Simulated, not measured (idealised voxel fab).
Herein follows the process module entitled voxel self aligned vias.
The cross-section shown here is cut; it is 265 nm wide and divided into square cells measuring 5 nm on a side.
When this document writes out a cross-section, it uses a grid of square cells and lists it as bands, beginning at the top and moving down, with a band standing for one or more rows of cells. Read a band's entry like this: the first values are the height of its top and the height of its bottom in nm, and what follows is the sequence of materials from left to right, each with its width in nm. Note that "air" is empty space, and that a single material marked "everywhere" reaches across the band from edge to edge. A quick word on heights: they are counted from 0, and under that level the wafer as it came to us is one material throughout. The lowest band is different from the rest in having no bottom; it simply continues downward, written as in "0 -> down". Top row gets the first number, bottom row gets the second, and each row in between changes by the same step: that is how a band width like "30..40" works. Step marked "remained the same"? Then no cell in the cross-section changed in it. Basically, "Closed void inventory" tells you about the enclosed voids: empty spaces with no open way to the top, 8 cells or bigger, each written width x height at distance, where distance is from the left edge, all in nm. Post-settings text on a step line: simulator's own remark regarding the step. The "overlay nm" setting may appear on a step's line; for a step that uses a mask, it gives how far to the right of its planned position the mask lay, and a negative value indicates the left.
[Process steps - plan]
1. RECEIVE | material Si
2. CONFORMAL_DEP | material SiO2 | thk nm 10
3. CONFORMAL_DEP | material SiCN | thk nm 5
4. DIRECTIONAL_DEP | material lowk | thk nm 25
5. MASKED_ETCH | tone open | mask id LINES | width nm 25 | pitch nm 65 | etch materials lowk | depth nm 25 | overlay nm 0
6. CONFORMAL_DEP | material TiN | thk nm 5
7. FILL_DEP | material W | thk nm 5
8. CMP | height nm 40
9. SELECTIVE_ETCH | etch materials W Ru TiN | depth nm 10
10. FILL_DEP | material SiN | thk nm 10
11. CMP | height nm 40
12. DIRECTIONAL_DEP | material lowk | thk nm 15
13. DIRECTIONAL_DEP | material aC | thk nm 15
14. PATTERN | tone open | mask id VIAS | material resist | width nm 35 | pitch nm 130 | thk nm 30 | overlay nm 0
15. DIRECTIONAL_ETCH | etch materials aC | depth nm 15
16. STRIP | etch materials resist
17. DIRECTIONAL_ETCH | etch materials lowk | depth nm 15
18. DIRECTIONAL_ETCH | etch materials SiN | depth nm 10
19. STRIP | etch materials aC
20. CONFORMAL_DEP | material TiN | thk nm 5
21. FILL_DEP | material Cu | thk nm 5
22. CMP | height nm 55
23. CONFORMAL_DEP | material SiCN | thk nm 5
[Concerning the first of two wafers, which was run in accordance with the plan]
[Wafer as received: cross-section following step 1]
* 0 -> down = Si everywhere
* Closed void inventory: none
[Upon completion of step 2, the wafer appears in cross-section as shown]
* 10 -> 0 = SiO2 everywhere
* Rest of section, below 0: as before.
[Upon completion of step 3, the wafer appears in cross-section as shown]
* 15 -> 10 = SiCN everywhere
* Rest of section, below 10: as before.
[Upon completion of step 4, the wafer appears in cross-section as shown]
* 40 -> 15 = lowk everywhere
* Rest of section, below 15: as before.
[Upon completion of step 5, the wafer appears in cross-section as shown]
* 40 -> 15 = 55 nm lowk, 25 nm air, 40 nm lowk, 25 nm air, 40 nm lowk, 25 nm air, 55 nm lowk
* Rest of section, below 15: as before.
[Upon completion of step 6, the wafer appears in cross-section as shown]
* 45 -> 40 = 60 nm TiN, 15 nm air, 50 nm TiN, 15 nm air, 50 nm TiN, 15 nm air, 60 nm TiN
* 40 -> 20 = 55 nm lowk, 5 nm TiN, 15 nm air, 5 nm TiN, 40 nm lowk, 5 nm TiN, 15 nm air, 5 nm TiN, 40 nm lowk, 5 nm TiN, 15 nm air, 5 nm TiN, 55 nm lowk
* 20 -> 15 = 55 nm lowk, 25 nm TiN, 40 nm lowk, 25 nm TiN, 40 nm lowk, 25 nm TiN, 55 nm lowk
* Rest of section, below 15: as before.
[Upon completion of step 7, the wafer appears in cross-section as shown]
* 50 -> 45 = W everywhere
* 45 -> 40 = 60 nm TiN, 15 nm W, 50 nm TiN, 15 nm W, 50 nm TiN, 15 nm W, 60 nm TiN
* 40 -> 20 = 55 nm lowk, 5 nm TiN, 15 nm W, 5 nm TiN, 40 nm lowk, 5 nm TiN, 15 nm W, 5 nm TiN, 40 nm lowk, 5 nm TiN, 15 nm W, 5 nm TiN, 55 nm lowk
* Rest of section, below 20: as before.
[Upon completion of step 8, the wafer appears in cross-section as shown]
* 40 -> 20 = 55 nm lowk, 5 nm TiN, 15 nm W, 5 nm TiN, 40 nm lowk, 5 nm TiN, 15 nm W, 5 nm TiN, 40 nm lowk, 5 nm TiN, 15 nm W, 5 nm TiN, 55 nm lowk
* Rest of section, below 20: as before.
[Upon completion of step 9, the wafer appears in cross-section as shown]
* 40 -> 30 = 55 nm lowk, 25 nm air, 40 nm lowk, 25 nm air, 40 nm lowk, 25 nm air, 55 nm lowk
* Rest of section, below 30: as before.
[Upon completion of step 10, the wafer appears in cross-section as shown]
* 50 -> 40 = SiN everywhere
* 40 -> 30 = 55 nm lowk, 25 nm SiN, 40 nm lowk, 25 nm SiN, 40 nm lowk, 25 nm SiN, 55 nm lowk
* Rest of section, below 30: as before.
[Upon completion of step 11, the wafer appears in cross-section as shown]
* 40 -> 30 = 55 nm lowk, 25 nm SiN, 40 nm lowk, 25 nm SiN, 40 nm lowk, 25 nm SiN, 55 nm lowk
* Rest of section, below 30: as before.
[Upon completion of step 12, the wafer appears in cross-section as shown]
* 55 -> 40 = lowk everywhere
* Rest of section, below 40: as before.
[Upon completion of step 13, the wafer appears in cross-section as shown]
* 70 -> 55 = aC everywhere
* Rest of section, below 55: as before.
[Upon completion of step 14, the wafer appears in cross-section as shown]
* 100 -> 70 = 50 nm resist, 35 nm air, 95 nm resist, 35 nm air, 50 nm resist
* Rest of section, below 70: as before.
[Upon completion of step 15, the wafer appears in cross-section as shown]
* 85 -> 70 = 50 nm resist, 35 nm air, 95 nm resist, 35 nm air, 50 nm resist
* 70 -> 55 = 50 nm aC, 35 nm air, 95 nm aC, 35 nm air, 50 nm aC
* Rest of section, below 55: as before.
[Upon completion of step 16, the wafer appears in cross-section as shown]
* 70 -> 55 = 50 nm aC, 35 nm air, 95 nm aC, 35 nm air, 50 nm aC
* Rest of section, below 55: as before.
[Upon completion of step 17, the wafer appears in cross-section as shown]
* 70 -> 55 = 50 nm aC, 35 nm air, 95 nm aC, 35 nm air, 50 nm aC
* 55 -> 40 = 50 nm lowk, 35 nm air, 95 nm lowk, 35 nm air, 50 nm lowk
* Rest of section, below 40: as before.
[Upon completion of step 18, the wafer appears in cross-section as shown]
* 70 -> 55 = 50 nm aC, 35 nm air, 95 nm aC, 35 nm air, 50 nm aC
* 55 -> 40 = 50 nm lowk, 35 nm air, 95 nm lowk, 35 nm air, 50 nm lowk
* 40 -> 30 = 55 nm lowk, 25 nm air, 40 nm lowk, 25 nm SiN, 40 nm lowk, 25 nm air, 55 nm lowk
* Rest of section, below 30: as before.
[Upon completion of step 19, the wafer appears in cross-section as shown]
* 55 -> 40 = 50 nm lowk, 35 nm air, 95 nm lowk, 35 nm air, 50 nm lowk
* Rest of section, below 40: as before.
[Upon completion of step 20, the wafer appears in cross-section as shown]
* 60 -> 55 = 55 nm TiN, 25 nm air, 105 nm TiN, 25 nm air, 55 nm TiN
* 55 -> 45 = 50 nm lowk, 5 nm TiN, 25 nm air, 5 nm TiN, 95 nm lowk, 5 nm TiN, 25 nm air, 5 nm TiN, 50 nm lowk
* 45 -> 40 = 50 nm lowk, 10 nm TiN, 15 nm air, 10 nm TiN, 95 nm lowk, 10 nm TiN, 15 nm air, 10 nm TiN, 50 nm lowk
* 40 -> 35 = 55 nm lowk, 5 nm TiN, 15 nm air, 5 nm TiN, 40 nm lowk, 25 nm SiN, 40 nm lowk, 5 nm TiN, 15 nm air, 5 nm TiN, 55 nm lowk
* 35 -> 30 = 55 nm lowk, 25 nm TiN, 40 nm lowk, 25 nm SiN, 40 nm lowk, 25 nm TiN, 55 nm lowk
* Rest of section, below 30: as before.
[Upon completion of step 21, the wafer appears in cross-section as shown]
* 65 -> 60 = Cu everywhere
* 60 -> 55 = 55 nm TiN, 25 nm Cu, 105 nm TiN, 25 nm Cu, 55 nm TiN
* 55 -> 45 = 50 nm lowk, 5 nm TiN, 25 nm Cu, 5 nm TiN, 95 nm lowk, 5 nm TiN, 25 nm Cu, 5 nm TiN, 50 nm lowk
* 45 -> 40 = 50 nm lowk, 10 nm TiN, 15 nm Cu, 10 nm TiN, 95 nm lowk, 10 nm TiN, 15 nm Cu, 10 nm TiN, 50 nm lowk
* 40 -> 35 = 55 nm lowk, 5 nm TiN, 15 nm Cu, 5 nm TiN, 40 nm lowk, 25 nm SiN, 40 nm lowk, 5 nm TiN, 15 nm Cu, 5 nm TiN, 55 nm lowk
* Rest of section, below 35: as before.
[Upon completion of step 22, the wafer appears in cross-section as shown]
* 55 -> 45 = 50 nm lowk, 5 nm TiN, 25 nm Cu, 5 nm TiN, 95 nm lowk, 5 nm TiN, 25 nm Cu, 5 nm TiN, 50 nm lowk
* Rest of section, below 45: as before.
[Upon completion of step 23, the wafer appears in cross-section as shown]
* 60 -> 55 = SiCN everywhere
* Rest of section, below 55: as before.
[The second wafer: identical to the first at the outset and in its planned sequence, differing only in that one mistake was made during processing; up to and including step 21, its path is the first wafer's path]
[when step 22 should have ended]
* 45 -> 40 = 50 nm lowk, 10 nm TiN, 15 nm Cu, 10 nm TiN, 95 nm lowk, 10 nm TiN, 15 nm Cu, 10 nm TiN, 50 nm lowk
* Rest of section, below 40: as before.
[when step 23 should have ended]
* 50 -> 45 = SiCN everywhere
* Rest of section, below 45: as before.
In executing the process, a mistake was made relative to the plan: step 22: run off-plan, actual operation and settings CMP | height nm 45
End check, counted in cells, second wafer has more or fewer of these materials than the first: Cu: 20 fewer | TiN: 8 fewer | lowk: 78 fewer
